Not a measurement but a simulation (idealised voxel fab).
The following is a process module called voxel wiring stack.
Pictured: cross-section cut, 240 nm wide, on a grid of 5 nm square cells.
When this document writes out a cross-section, it uses a grid of square cells and lists it as bands, beginning at the top and moving down, with a band standing for one or more rows of cells. What a band's entry tells you: where the top is and where the bottom is, as heights in nm, and after that what lies inside, material by material from left to right, each with its width in nm. Empty space is written as the word "air", and a single material marked with the word "edge to edge" occupies the band from edge to edge. Height is counted from the level 0, under which the received wafer is composed throughout of one material. The lowest of the bands is not closed at the bottom but continues downward, in the notation "0 down". It should be noted that a width expressed as "30..40" varies in equal increments from row to row of cells within the band, taking the value of the first number at the top row and that of the second number at the bottom row. For the purposes of this document, the phrase "all unchanged" attached to a step denotes that no cell within the cross-section was modified by that step. "Closed internal cavities" contains a list of empty spaces, each no smaller than 8 cells and without an open way to the top, written in the form width x height at distance with the distance from the left edge and all three in nm. If you see something after the settings on a step's line, that's the simulator's own remark about that step. overlay nm: on a step with a mask, how far right of its planned place the mask lay; negative means left.
Planned process steps
1. RECEIVE with material Si
2. CONFORMAL_DEP with material SiO2, thk nm 10
3. CONFORMAL_DEP with material SiN, thk nm 5
4. DIRECTIONAL_DEP with material lowk, thk nm 15
5. DIRECTIONAL_DEP with material aC, thk nm 15
6. PATTERN with tone open, mask id METAL_1, material resist, width nm 30, pitch nm 45, thk nm 35, overlay nm 0
7. DIRECTIONAL_ETCH with etch materials aC, depth nm 15
8. STRIP with etch materials resist
9. DIRECTIONAL_ETCH with etch materials lowk, depth nm 15
10. DIRECTIONAL_ETCH with etch materials SiN, depth nm 5
11. STRIP with etch materials aC
12. CONFORMAL_DEP with material TiN, thk nm 5
13. FILL_DEP with material W, thk nm 10
14. CMP with height nm 30
15. EPI with material Ru, thk nm 5
16. FILL_DEP with material SiCN, thk nm 5
17. DIRECTIONAL_DEP with material SiO2, thk nm 10
18. DIRECTIONAL_DEP with material aC, thk nm 15
19. PATTERN with tone open, mask id PLUG_1, material resist, width nm 15, pitch nm 45, thk nm 30, overlay nm 0
20. DIRECTIONAL_ETCH with etch materials aC, depth nm 15
21. STRIP with etch materials resist
22. DIRECTIONAL_ETCH with etch materials SiO2, depth nm 10
23. DIRECTIONAL_ETCH with etch materials SiCN, depth nm 5
24. STRIP with etch materials aC
25. EPI with material Ru, thk nm 10
26. EPI with material Ru, thk nm 5
27. CONFORMAL_DEP with material SiN, thk nm 5
28. DIRECTIONAL_DEP with material lowk, thk nm 25
29. DIRECTIONAL_DEP with material aC, thk nm 10
30. PATTERN with tone open, mask id METAL_2, material resist, width nm 30, pitch nm 45, thk nm 25, overlay nm 0
31. DIRECTIONAL_ETCH with etch materials aC, depth nm 10
32. STRIP with etch materials resist
33. DIRECTIONAL_ETCH with etch materials lowk, depth nm 25
34. DIRECTIONAL_ETCH with etch materials SiN, depth nm 5
35. STRIP with etch materials aC
36. CONFORMAL_DEP with material TiN, thk nm 5
37. FILL_DEP with material W, thk nm 10
38. CMP with height nm 80
39. CONFORMAL_DEP with material SiCN, thk nm 5
as received, after step 1
  0 down  Si edge to edge
  Closed internal cavities: none
Wafer cross-section at module end: first of two, run to plan
  85 to 80  SiCN edge to edge
  80 to 55  80 lowk, then 5 TiN, then 20 W, then 5 TiN, then 15 lowk, then 5 TiN, then 20 W, then 5 TiN, then 85 lowk
  55 to 50  80 SiN, then 30 TiN, then 15 SiN, then 30 TiN, then 85 SiN
  50 to 40  80 SiO2, then 15 Ru, then 30 SiO2, then 15 Ru, then 100 SiO2
  40 to 30  80..75 SiCN, then 15..40 Ru, then 30..5 SiCN, then 15..40 Ru, then 100..80 SiCN
  30 to 15  80 lowk, then 5 TiN, then 20 W, then 5 TiN, then 15 lowk, then 5 TiN, then 20 W, then 5 TiN, then 85 lowk
  15 to 10  80 SiN, then 30 TiN, then 15 SiN, then 30 TiN, then 85 SiN
  10 to 0  SiO2 edge to edge
  0 down  Si edge to edge
  Closed internal cavities: none
Cross-section of the latter of the two wafers at module completion. It had an identical start and an identical plan to the former; in running it, one mistake was made
  85 to 80  SiCN edge to edge
  80 to 55  80 lowk, then 5 TiN, then 20 W, then 5 TiN, then 15 lowk, then 5 TiN, then 20 W, then 5 TiN, then 85 lowk
  55 to 50  80 SiN, then 30 TiN, then 15 SiN, then 30 TiN, then 85 SiN
  50 to 40  80 SiO2, then 15 Ru, then 30 SiO2, then 15 Ru, then 100 SiO2
  40 to 30  80..85 SiCN, then 15..40 Ru, then 30..5 SiCN, then 15..40 Ru, then 100..70 SiCN
  30 to 15  90 lowk, then 5 TiN, then 20 W, then 5 TiN, then 15 lowk, then 5 TiN, then 20 W, then 5 TiN, then 75 lowk
  15 to 10  90 SiN, then 30 TiN, then 15 SiN, then 30 TiN, then 75 SiN
  10 to 0  SiO2 edge to edge
  0 down  Si edge to edge
  Closed internal cavities: none
Run error: step 6 did not use the planned setting and instead ran as PATTERN with tone open, mask id METAL_1, material resist, width nm 30, pitch nm 45, thk nm 35, overlay nm 10
When the process is done, the second wafer contains the same cell count of every material as the first wafer, but distributed over other locations.
